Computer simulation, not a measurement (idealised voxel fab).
The name of this process module is voxel fin reveal.
Each square cell in cross-section cut measures 5 nm, and the section as a whole is 255 nm wide.
Cross-section format: a grid of square cells, given as bands from top to bottom; each band is one or more rows of cells. Read a band's entry like this: the first values are the height of its top and the height of its bottom in nm, and what follows is the sequence of materials from left to right, each with its width in nm. Note that "blank" is empty space, and that a single material marked "all across" reaches across the band from edge to edge. Beneath 0, the wafer as received is one material, and that level is where height counting begins. The lowest band goes on downward without a bottom; it is written like "z 0 and below". It should be noted that a width expressed as "30..40" varies in equal increments from row to row of cells within the band, taking the value of the first number at the top row and that of the second number at the bottom row. Basically "nothing was modified" means that step didn't change any cell in the cross-section. Look at "Non-vented voids" for the closed voids: empty spaces with no open path to the top, sized 8 cells or up. Each is width x height at distance, distance from the left edge, all nm. Note: text after step settings on the step line = simulator remark on that step. overlay nm: right-of-plan distance of the mask on a masked step; negative values mean left-of-plan.
-- Here's what the planned process steps look like
1 RECEIVE,material Si
2 CONFORMAL_DEP,material SiN,thk nm 10
3 PATTERN,tone cover,mask id FINS,material resist,width nm 15,pitch nm 40,thk nm 15,overlay nm 0
4 DIRECTIONAL_ETCH,etch materials SiN,depth nm 10
5 DIRECTIONAL_ETCH,etch materials Si,depth nm 35
6 STRIP,etch materials resist
7 OXIDIZE,depth nm 5
8 FILL_DEP,material SiO2,thk nm 15
9 CMP,height nm 0
10 SELECTIVE_ETCH,etch materials SiO2,depth nm 35
11 STRIP,etch materials SiN
Where the wafers of this document differ is in the height nm of step 9; they start out the same, and the plan states the value that applied to the first wafer.
-- first wafer as received, after step 1
	z 0 and below = Si all across
	Non-vented voids: none
-- End of the module, past its last step, step 11: how the first of several wafers looks in cross-section
	z 0 to -35 = blank 85 nm; Si 5 nm; blank 35 nm; Si 5 nm; blank 35 nm; Si 5 nm; blank 85 nm
	z -35 to -40 = SiO2 85 nm; Si 5 nm; SiO2 35 nm; Si 5 nm; SiO2 35 nm; Si 5 nm; SiO2 85 nm
	z -40 and below = Si all across
	Non-vented voids: none
-- Here's the last wafer cross-sectioned at the end of the module
	z 0 to -10 = blank 85 nm; Si 5 nm; blank 35 nm; Si 5 nm; blank 35 nm; Si 5 nm; blank 85 nm
	z -10 to -40 = SiO2 85 nm; Si 5 nm; SiO2 35 nm; Si 5 nm; SiO2 35 nm; Si 5 nm; SiO2 85 nm
	z -40 and below = Si all across
	Non-vented voids: none
-- Basically each wafer gets a line in the table, showing it at the end of the module: material by material, the cells it gained (+) or lost (-) since we got it, then its closed voids
height nm 0; -384 Si; +48 SiO2; Non-vented voids: none
height nm 5; -384 Si; +96 SiO2; Non-vented voids: none
height nm 10; -384 Si; +144 SiO2; Non-vented voids: none
height nm 15; -384 Si; +192 SiO2; Non-vented voids: none
height nm 20; -384 Si; +240 SiO2; Non-vented voids: none
height nm 25; -384 Si; +288 SiO2; Non-vented voids: none
